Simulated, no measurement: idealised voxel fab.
Process module heading - voxel wiring stack
Xsec cut, 150 nm wide, square cell size 5 nm.
Notation: cross-section as square-cell grid; stated in bands, top first, going down; one or more cell rows per band.
Basically the band line says how high the top is and how high the bottom is, in nm, and then what's in it from left to right, every material with its width in nm. Empty space shows up as "air", and if a single material carries "all across" it runs the full band edge to edge.
Basically, 0 is our baseline, since under it the wafer straight out of the box is all one material. The bottom band has no lower end and keeps on going down, so it looks like "0 and below".
Quick explanation for "30 to 40": the width changes in equal steps down the rows of cells, from the first number in the band's top row to the second number in its bottom row.
Basically "all unchanged" means that step didn't change any cell in the cross-section.
Under "Fully sealed cavities" you'll find the enclosed gaps, the ones with no way out to the top, that are 8 cells or bigger; each reads width x height at distance, with distance counted from the left edge, everything in nm.
On a step's line, text after the settings is the simulator commenting on that step.
If you see "overlay nm" on a step's line and that step has a mask, it's telling you how far right of where it was planned the mask ended up; a negative number means it went left instead.

# This section lists the process steps that were planned
- 1: RECEIVE: material Si
- 2: CONFORMAL_DEP: material SiO2, thk nm 15
- 3: DIRECTIONAL_DEP: material TiN, thk nm 5
- 4: DIRECTIONAL_DEP: material Ru, thk nm 15
- 5: MASKED_ETCH: tone cover, mask id METAL_1, width nm 25, pitch nm 45, etch materials Ru, depth nm 15, overlay nm 0
- 6: MASKED_ETCH: tone cover, mask id METAL_1, width nm 25, pitch nm 45, etch materials TiN, depth nm 5, overlay nm 0
- 7: CONFORMAL_DEP: material SiN, thk nm 5
- 8: FILL_DEP: material lowk, thk nm 5
- 9: CMP: height nm 35
- 10: CONFORMAL_DEP: material SiCN, thk nm 5
- 11: DIRECTIONAL_DEP: material SiO2, thk nm 15
- 12: MASKED_ETCH: tone open, mask id PLUG_1, width nm 15, pitch nm 90, etch materials SiO2, depth nm 15, overlay nm 0
- 13: MASKED_ETCH: tone open, mask id PLUG_1, width nm 15, pitch nm 90, etch materials SiCN, depth nm 5, overlay nm 0
- 14: CONFORMAL_DEP: material TiN, thk nm 5
- 15: FILL_DEP: material Cu, thk nm 10
- 16: CMP: height nm 55
- 17: CONFORMAL_DEP: material SiCN, thk nm 5
- 18: DIRECTIONAL_DEP: material lowk, thk nm 15
- 19: DIRECTIONAL_DEP: material aC, thk nm 15
- 20: PATTERN: tone open, mask id METAL_2, material resist, width nm 25, pitch nm 45, thk nm 30, overlay nm 0
- 21: DIRECTIONAL_ETCH: etch materials aC, depth nm 15
- 22: STRIP: etch materials resist
- 23: DIRECTIONAL_ETCH: etch materials lowk, depth nm 15
- 24: DIRECTIONAL_ETCH: etch materials SiCN, depth nm 5
- 25: STRIP: etch materials aC
- 26: CONFORMAL_DEP: material TiN, thk nm 5
- 27: FILL_DEP: material Ru, thk nm 10
- 28: CMP: height nm 75
- 29: CONFORMAL_DEP: material SiCN, thk nm 5
- 30: DIRECTIONAL_DEP: material SiO2, thk nm 35
- 31: MASKED_ETCH: tone open, mask id METAL_3_HOLES, width nm 15, pitch nm 45, etch materials SiO2, depth nm 35, overlay nm 0
- 32: PATTERN: tone open, mask id METAL_3, material resist, width nm 25, pitch nm 45, thk nm 15, overlay nm 0
- 33: DIRECTIONAL_ETCH: etch materials SiO2, depth nm 20
- 34: DIRECTIONAL_ETCH: etch materials SiCN, depth nm 5
- 35: STRIP: etch materials resist
- 36: CONFORMAL_DEP: material TiN, thk nm 5
- 37: FILL_DEP: material Cu, thk nm 5
- 38: CMP: height nm 115
- 39: CONFORMAL_DEP: material SiN, thk nm 5

# Incoming wafer in cross-section (state: after step 1)
* 0 and below | Si all across
* Fully sealed cavities: none

# Starting structure and process plan are as shown above, but one mistake was made in running the module; the wafer cross-section at the end of the module follows
* 120 down to 115 | SiN all across
* 115 down to 100 | SiO2 15, TiN 5, Cu 15, TiN 5, SiO2 20, TiN 5, Cu 15, TiN 5, SiO2 20, TiN 5, Cu 15, TiN 5, SiO2 20
* 100 down to 95 | SiO2 15, TiN 5, Cu 5, TiN 15, SiO2 20, TiN 5, Cu 5, TiN 15, SiO2 20, TiN 5, Cu 5, TiN 15, SiO2 20
* 95 down to 80 | SiO2 15, TiN 5, Cu 5, TiN 5, SiO2 30, TiN 5, Cu 5, TiN 5, SiO2 30, TiN 5, Cu 5, TiN 5, SiO2 30
* 80 down to 75 | SiCN 15, TiN 15, SiCN 30, TiN 15, SiCN 30, TiN 15, SiCN 30
* 75 down to 60 | lowk 15, TiN 5, Ru 15, TiN 5, lowk 20, TiN 5, Ru 15, TiN 5, lowk 20, TiN 5, Ru 15, TiN 5, lowk 20
* 60 down to 55 | SiCN 15, TiN 25, SiCN 20, TiN 25, SiCN 20, TiN 25, SiCN 20
* 55 down to 50 | Cu all across
* 50 down to 45 | TiN 20, Cu 5, TiN 85, Cu 5, TiN 35
* 45 down to 40 | SiO2 15, TiN 5, Cu 5, TiN 5, SiO2 75, TiN 5, Cu 5, TiN 5, SiO2 30
* 40 down to 35 | SiCN 15, TiN 15, SiCN 75, TiN 15, SiCN 30
* 35 down to 20 | lowk 10, SiN 5, Ru 25, SiN 5, lowk 10, SiN 5, Ru 25, SiN 5, lowk 10, SiN 5, Ru 25, SiN 5, lowk 15
* 20 down to 15 | SiN 15, TiN 25, SiN 20, TiN 25, SiN 20, TiN 25, SiN 20
* 15 down to 0 | SiO2 all across
* 0 and below | Si all across
* Fully sealed cavities: none
Which mistake was made when the wafer was run? step 11: run off-plan, actual operation and settings DIRECTIONAL_DEP: material SiO2, thk nm 5
